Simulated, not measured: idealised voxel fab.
process module | voxel wiring stack
cross-section cut | 220 nm wide | cells 5 nm
A cross-section is a grid of square cells, given in bands from the top down. A band is one or more rows of cells.
Each band's line starts with the height of the band's top and of its bottom, in nm. Then come its materials from left to right, each with its width in nm. One material with "throughout" fills the band from edge to edge. "air" is empty space.
Height 0 is the level under which the wafer as received is all one material. The lowest band goes on downwards, as in "0 down".
A width such as "30 to 40" changes by the same amount from each row of cells to the next, from the band's top row to its bottom row.
"no change" after a step means that no cell of the cross-section changed.
closed voids: empty space of 8 cells or more with no open way to the top, each as width x height at its distance from the left edge, in nm
after a step's settings: what the simulator itself notes on the step
overlay nm, on a step with a mask: how far to the right of its planned place the mask lay; to the left if negative
plan
1 op RECEIVE | material Si
2 op CONFORMAL_DEP | material SiO2 | thk nm 10
3 op DIRECTIONAL_DEP | material TiN | thk nm 5
4 op DIRECTIONAL_DEP | material Ru | thk nm 20
5 op DIRECTIONAL_DEP | material aC | thk nm 15
6 op PATTERN | tone cover | mask id METAL_1 | material resist | width nm 20 | pitch nm 45 | thk nm 35 | overlay nm 0
7 op DIRECTIONAL_ETCH | etch materials aC | depth nm 15
8 op STRIP | etch materials resist
9 op DIRECTIONAL_ETCH | etch materials Ru | depth nm 20
10 op DIRECTIONAL_ETCH | etch materials TiN | depth nm 5
11 op STRIP | etch materials aC
12 op CONFORMAL_DEP | material SiCN | thk nm 5
13 op FILL_DEP | material lowk | thk nm 5
14 op CMP | height nm 35
15 op CONFORMAL_DEP | material SiCN | thk nm 5
16 op DIRECTIONAL_DEP | material lowk | thk nm 15
17 op DIRECTIONAL_DEP | material aC | thk nm 10
18 op PATTERN | tone open | mask id PLUG_1 | material resist | width nm 15 | pitch nm 45 | thk nm 25 | overlay nm 0
19 op DIRECTIONAL_ETCH | etch materials aC | depth nm 10
20 op STRIP | etch materials resist
21 op DIRECTIONAL_ETCH | etch materials lowk | depth nm 15
22 op DIRECTIONAL_ETCH | etch materials SiCN | depth nm 5
23 op STRIP | etch materials aC
24 op EPI | material Ru | thk nm 10
25 op EPI | material Ru | thk nm 10
26 op DIRECTIONAL_DEP | material TiN | thk nm 5
27 op DIRECTIONAL_DEP | material W | thk nm 25
28 op DIRECTIONAL_DEP | material aC | thk nm 15
29 op PATTERN | tone cover | mask id METAL_2 | material resist | width nm 20 | pitch nm 45 | thk nm 30 | overlay nm 0
30 op DIRECTIONAL_ETCH | etch materials aC | depth nm 15
31 op STRIP | etch materials resist
32 op DIRECTIONAL_ETCH | etch materials W | depth nm 25
33 op DIRECTIONAL_ETCH | etch materials TiN | depth nm 5
34 op STRIP | etch materials aC
35 op FILL_DEP | material lowk | thk nm 10
36 op CMP | height nm 85
37 op CONFORMAL_DEP | material SiCN | thk nm 5
38 op DIRECTIONAL_DEP | material lowk | thk nm 30
39 op PATTERN | tone open | mask id METAL_3 | material resist | width nm 20 | pitch nm 45 | thk nm 20 | overlay nm 0
40 op DIRECTIONAL_ETCH | etch materials lowk | depth nm 15
41 op STRIP | etch materials resist
42 op MASKED_ETCH | tone open | mask id METAL_3_HOLES | width nm 15 | pitch nm 45 | etch materials lowk | depth nm 15 | overlay nm 0
43 op MASKED_ETCH | tone open | mask id METAL_3_HOLES | width nm 15 | pitch nm 45 | etch materials SiCN | depth nm 5 | overlay nm 0
44 op CONFORMAL_DEP | material TiN | thk nm 5
45 op FILL_DEP | material Cu | thk nm 5
46 op CMP | height nm 120
47 op CONFORMAL_DEP | material SiN | thk nm 5
first wafer, as planned
as received, after step 1
  0 down: Si throughout
  closed voids: none
after step 2
  10 to 0: SiO2 throughout
  below 0: unchanged
after step 3
  15 to 10: TiN throughout
  below 10: unchanged
after step 4
  35 to 15: Ru throughout
  below 15: unchanged
after step 5
  50 to 35: aC throughout
  below 35: unchanged
after step 6
  85 to 50: air 75 | resist 20 | air 25 | resist 20 | air 80
  below 50: unchanged
after step 7
  70 to 50: air 75 | resist 20 | air 25 | resist 20 | air 80
  50 to 35: air 75 | aC 20 | air 25 | aC 20 | air 80
  below 35: unchanged
after step 8
  50 to 35: air 75 | aC 20 | air 25 | aC 20 | air 80
  below 35: unchanged
after step 9
  50 to 35: air 75 | aC 20 | air 25 | aC 20 | air 80
  35 to 15: air 75 | Ru 20 | air 25 | Ru 20 | air 80
  below 15: unchanged
after step 10
  50 to 35: air 75 | aC 20 | air 25 | aC 20 | air 80
  35 to 15: air 75 | Ru 20 | air 25 | Ru 20 | air 80
  15 to 10: air 75 | TiN 20 | air 25 | TiN 20 | air 80
  below 10: unchanged
after step 11
  35 to 15: air 75 | Ru 20 | air 25 | Ru 20 | air 80
  below 15: unchanged
after step 12
  40 to 35: air 70 | SiCN 30 | air 15 | SiCN 30 | air 75
  35 to 15: air 70 | SiCN 5 | Ru 20 | SiCN 5 | air 15 | SiCN 5 | Ru 20 | SiCN 5 | air 75
  15 to 10: SiCN 75 | TiN 20 | SiCN 25 | TiN 20 | SiCN 80
  below 10: unchanged
after step 13
  45 to 40: lowk throughout
  40 to 35: lowk 70 | SiCN 30 | lowk 15 | SiCN 30 | lowk 75
  35 to 15: lowk 70 | SiCN 5 | Ru 20 | SiCN 5 | lowk 15 | SiCN 5 | Ru 20 | SiCN 5 | lowk 75
  below 15: unchanged
after step 14
  35 to 15: lowk 70 | SiCN 5 | Ru 20 | SiCN 5 | lowk 15 | SiCN 5 | Ru 20 | SiCN 5 | lowk 75
  below 15: unchanged
after step 15
  40 to 35: SiCN throughout
  below 35: unchanged
after step 16
  55 to 40: lowk throughout
  below 40: unchanged
after step 17
  65 to 55: aC throughout
  below 55: unchanged
after step 18
  90 to 65: resist 75 | air 15 | resist 30 | air 15 | resist 85
  below 65: unchanged
after step 19
  80 to 65: resist 75 | air 15 | resist 30 | air 15 | resist 85
  65 to 55: aC 75 | air 15 | aC 30 | air 15 | aC 85
  below 55: unchanged
after step 20
  65 to 55: aC 75 | air 15 | aC 30 | air 15 | aC 85
  below 55: unchanged
after step 21
  65 to 55: aC 75 | air 15 | aC 30 | air 15 | aC 85
  55 to 40: lowk 75 | air 15 | lowk 30 | air 15 | lowk 85
  below 40: unchanged
after step 22
  65 to 55: aC 75 | air 15 | aC 30 | air 15 | aC 85
  55 to 40: lowk 75 | air 15 | lowk 30 | air 15 | lowk 85
  40 to 35: SiCN 75 | air 15 | SiCN 30 | air 15 | SiCN 85
  below 35: unchanged
after step 23
  55 to 40: lowk 75 | air 15 | lowk 30 | air 15 | lowk 85
  below 40: unchanged
after step 24
  55 to 45: lowk 75 | air 15 | lowk 30 | air 15 | lowk 85
  45 to 40: lowk 75 | Ru 15 | lowk 30 | Ru 15 | lowk 85
  40 to 35: SiCN 75 | Ru 15 | SiCN 30 | Ru 15 | SiCN 85
  below 35: unchanged
after step 25
  55 to 40: lowk 75 | Ru 15 | lowk 30 | Ru 15 | lowk 85
  below 40: unchanged
after step 26
  60 to 55: TiN throughout
  below 55: unchanged
after step 27
  85 to 60: W throughout
  below 60: unchanged
after step 28
  100 to 85: aC throughout
  below 85: unchanged
after step 29
  130 to 100: air 75 | resist 20 | air 25 | resist 20 | air 80
  below 100: unchanged
after step 30
  115 to 100: air 75 | resist 20 | air 25 | resist 20 | air 80
  100 to 85: air 75 | aC 20 | air 25 | aC 20 | air 80
  below 85: unchanged
after step 31
  100 to 85: air 75 | aC 20 | air 25 | aC 20 | air 80
  below 85: unchanged
after step 32
  100 to 85: air 75 | aC 20 | air 25 | aC 20 | air 80
  85 to 60: air 75 | W 20 | air 25 | W 20 | air 80
  below 60: unchanged
after step 33
  100 to 85: air 75 | aC 20 | air 25 | aC 20 | air 80
  85 to 60: air 75 | W 20 | air 25 | W 20 | air 80
  60 to 55: air 75 | TiN 20 | air 25 | TiN 20 | air 80
  below 55: unchanged
after step 34
  85 to 60: air 75 | W 20 | air 25 | W 20 | air 80
  below 60: unchanged
after step 35
  95 to 85: lowk throughout
  85 to 60: lowk 75 | W 20 | lowk 25 | W 20 | lowk 80
  60 to 55: lowk 75 | TiN 20 | lowk 25 | TiN 20 | lowk 80
  below 55: unchanged
after step 36
  85 to 60: lowk 75 | W 20 | lowk 25 | W 20 | lowk 80
  below 60: unchanged
after step 37
  90 to 85: SiCN throughout
  below 85: unchanged
after step 38
  120 to 90: lowk throughout
  below 90: unchanged
after step 39
  140 to 120: resist 75 | air 20 | resist 25 | air 20 | resist 80
  below 120: unchanged
after step 40
  140 to 120: resist 75 | air 20 | resist 25 | air 20 | resist 80
  120 to 105: lowk 75 | air 20 | lowk 25 | air 20 | lowk 80
  below 105: unchanged
after step 41
  120 to 105: lowk 75 | air 20 | lowk 25 | air 20 | lowk 80
  below 105: unchanged
after step 42
  120 to 105: lowk 75 | air 20 | lowk 25 | air 20 | lowk 80
  105 to 90: lowk 75 | air 15 | lowk 30 | air 15 | lowk 85
  below 90: unchanged
after step 43
  120 to 105: lowk 75 | air 20 | lowk 25 | air 20 | lowk 80
  105 to 90: lowk 75 | air 15 | lowk 30 | air 15 | lowk 85
  90 to 85: SiCN 75 | air 15 | SiCN 30 | air 15 | SiCN 85
  below 85: unchanged
after step 44
  125 to 120: TiN 80 | air 10 | TiN 35 | air 10 | TiN 85
  120 to 110: lowk 75 | TiN 5 | air 10 | TiN 5 | lowk 25 | TiN 5 | air 10 | TiN 5 | lowk 80
  110 to 105: lowk 75 | TiN 5 | air 5 | TiN 10 | lowk 25 | TiN 5 | air 5 | TiN 10 | lowk 80
  105 to 90: lowk 75 | TiN 5 | air 5 | TiN 5 | lowk 30 | TiN 5 | air 5 | TiN 5 | lowk 85
  90 to 85: SiCN 75 | TiN 15 | SiCN 30 | TiN 15 | SiCN 85
  below 85: unchanged
after step 45
  130 to 125: Cu throughout
  125 to 120: TiN 80 | Cu 10 | TiN 35 | Cu 10 | TiN 85
  120 to 110: lowk 75 | TiN 5 | Cu 10 | TiN 5 | lowk 25 | TiN 5 | Cu 10 | TiN 5 | lowk 80
  110 to 105: lowk 75 | TiN 5 | Cu 5 | TiN 10 | lowk 25 | TiN 5 | Cu 5 | TiN 10 | lowk 80
  105 to 90: lowk 75 | TiN 5 | Cu 5 | TiN 5 | lowk 30 | TiN 5 | Cu 5 | TiN 5 | lowk 85
  below 90: unchanged
after step 46
  120 to 110: lowk 75 | TiN 5 | Cu 10 | TiN 5 | lowk 25 | TiN 5 | Cu 10 | TiN 5 | lowk 80
  below 110: unchanged
after step 47
  125 to 120: SiN throughout
  below 120: unchanged
second wafer: like start, like plan, one mistake. Through step 28 it matches the first wafer
when step 29 should have ended
  130 to 100: air 70 | resist 30 | air 15 | resist 30 | air 75
  below 100: unchanged
when step 30 should have ended
  115 to 100: air 70 | resist 30 | air 15 | resist 30 | air 75
  100 to 85: air 70 | aC 30 | air 15 | aC 30 | air 75
  below 85: unchanged
when step 31 should have ended
  100 to 85: air 70 | aC 30 | air 15 | aC 30 | air 75
  below 85: unchanged
when step 32 should have ended
  100 to 85: air 70 | aC 30 | air 15 | aC 30 | air 75
  85 to 60: air 70 | W 30 | air 15 | W 30 | air 75
  below 60: unchanged
when step 33 should have ended
  100 to 85: air 70 | aC 30 | air 15 | aC 30 | air 75
  85 to 60: air 70 | W 30 | air 15 | W 30 | air 75
  60 to 55: air 70 | TiN 30 | air 15 | TiN 30 | air 75
  below 55: unchanged
when step 34 should have ended
  85 to 60: air 70 | W 30 | air 15 | W 30 | air 75
  below 60: unchanged
when step 35 should have ended
  95 to 85: lowk throughout
  85 to 60: lowk 70 | W 30 | lowk 15 | W 30 | lowk 75
  60 to 55: lowk 70 | TiN 30 | lowk 15 | TiN 30 | lowk 75
  below 55: unchanged
when step 36 should have ended
  85 to 60: lowk 70 | W 30 | lowk 15 | W 30 | lowk 75
  below 60: unchanged
when step 37 should have ended
  90 to 85: SiCN throughout
  below 85: unchanged
when step 38 should have ended
  120 to 90: lowk throughout
  below 90: unchanged
when step 39 should have ended
  140 to 120: resist 75 | air 20 | resist 25 | air 20 | resist 80
  below 120: unchanged
when step 40 should have ended
  140 to 120: resist 75 | air 20 | resist 25 | air 20 | resist 80
  120 to 105: lowk 75 | air 20 | lowk 25 | air 20 | lowk 80
  below 105: unchanged
when step 41 should have ended
  120 to 105: lowk 75 | air 20 | lowk 25 | air 20 | lowk 80
  below 105: unchanged
when step 42 should have ended
  120 to 105: lowk 75 | air 20 | lowk 25 | air 20 | lowk 80
  105 to 90: lowk 75 | air 15 | lowk 30 | air 15 | lowk 85
  below 90: unchanged
when step 43 should have ended
  120 to 105: lowk 75 | air 20 | lowk 25 | air 20 | lowk 80
  105 to 90: lowk 75 | air 15 | lowk 30 | air 15 | lowk 85
  90 to 85: SiCN 75 | air 15 | SiCN 30 | air 15 | SiCN 85
  below 85: unchanged
when step 44 should have ended
  125 to 120: TiN 80 | air 10 | TiN 35 | air 10 | TiN 85
  120 to 110: lowk 75 | TiN 5 | air 10 | TiN 5 | lowk 25 | TiN 5 | air 10 | TiN 5 | lowk 80
  110 to 105: lowk 75 | TiN 5 | air 5 | TiN 10 | lowk 25 | TiN 5 | air 5 | TiN 10 | lowk 80
  105 to 90: lowk 75 | TiN 5 | air 5 | TiN 5 | lowk 30 | TiN 5 | air 5 | TiN 5 | lowk 85
  90 to 85: SiCN 75 | TiN 15 | SiCN 30 | TiN 15 | SiCN 85
  below 85: unchanged
when step 45 should have ended
  130 to 125: Cu throughout
  125 to 120: TiN 80 | Cu 10 | TiN 35 | Cu 10 | TiN 85
  120 to 110: lowk 75 | TiN 5 | Cu 10 | TiN 5 | lowk 25 | TiN 5 | Cu 10 | TiN 5 | lowk 80
  110 to 105: lowk 75 | TiN 5 | Cu 5 | TiN 10 | lowk 25 | TiN 5 | Cu 5 | TiN 10 | lowk 80
  105 to 90: lowk 75 | TiN 5 | Cu 5 | TiN 5 | lowk 30 | TiN 5 | Cu 5 | TiN 5 | lowk 85
  below 90: unchanged
when step 46 should have ended
  120 to 110: lowk 75 | TiN 5 | Cu 10 | TiN 5 | lowk 25 | TiN 5 | Cu 10 | TiN 5 | lowk 80
  below 110: unchanged
when step 47 should have ended
  125 to 120: SiN throughout
  below 120: unchanged
what went wrong: step 29 ran as: op PATTERN | tone cover | mask id METAL_2 | material resist | width nm 30 | pitch nm 45 | thk nm 30 | overlay nm 0
at the end the second wafer has, in cells: 4 more of TiN | 20 more of W | 24 fewer of lowk
